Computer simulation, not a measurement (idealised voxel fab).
process module | voxel plated lines
cross-section cut | 240 nm wide | cells 5 nm
A cross-section is a grid of square cells, given in bands from the top down. A band is one or more rows of cells.
Each band's line starts with the height of the band's top and of its bottom, in nm. Then come its materials from left to right, each with its width in nm. One material with "throughout" fills the band from edge to edge. "air" is empty space.
Height 0 is the level under which the wafer as received is all one material. The lowest band goes on downwards, as in "0 down".
A width such as "30 to 40" changes by the same amount from each row of cells to the next, from the band's top row to its bottom row.
"no change" after a step means that no cell of the cross-section changed.
closed voids: empty space of 8 cells or more with no open way to the top, each as width x height at its distance from the left edge, in nm
after a step's settings: what the simulator itself notes on the step
overlay nm, on a step with a mask: how far to the right of its planned place the mask lay; to the left if negative
plan
1 op RECEIVE | material Si
2 op CONFORMAL_DEP | material SiN | thk nm 15
3 op DIRECTIONAL_DEP | material TiN | thk nm 5
4 op PATTERN | tone open | mask id LINES | material resist | width nm 20 | pitch nm 50 | thk nm 35 | overlay nm 0
5 op EPI | material Ru | thk nm 5
6 op EPI | material Ru | thk nm 5
7 op EPI | material Ru | thk nm 10
8 op STRIP | etch materials resist
9 op DIRECTIONAL_ETCH | etch materials TiN | depth nm 5
10 op CONFORMAL_DEP | material SiN | thk nm 10
as received, after step 1
  0 down: Si throughout
  closed voids: none
first wafer at the end, as planned
  50 to 40: air 50 | SiN 40 | air 10 | SiN 40 | air 10 | SiN 40 | air 50
  40 to 25: air 50 | SiN 10 | Ru 20 | SiN 10 | air 10 | SiN 10 | Ru 20 | SiN 10 | air 10 | SiN 10 | Ru 20 | SiN 10 | air 50
  25 to 20: SiN 60 | Ru 20 | SiN 30 | Ru 20 | SiN 30 | Ru 20 | SiN 60
  20 to 15: SiN 60 | TiN 20 | SiN 30 | TiN 20 | SiN 30 | TiN 20 | SiN 60
  15 to 0: SiN throughout
  0 down: Si throughout
  closed voids: none
second wafer at the end: like start, like plan, one mistake
  50 to 40: SiN throughout
  40 to 20: Ru 60 | SiN 20 | Ru 30 | SiN 20 | Ru 30 | SiN 20 | Ru 60
  20 to 15: TiN 60 | SiN 20 | TiN 30 | SiN 20 | TiN 30 | SiN 20 | TiN 60
  15 to 0: SiN throughout
  0 down: Si throughout
  closed voids: none
what went wrong: step 4 ran as: op PATTERN | tone cover | mask id LINES | material resist | width nm 20 | pitch nm 50 | thk nm 35 | overlay nm 0
at the end the second wafer has, in cells: 96 more of Ru | 24 more of TiN
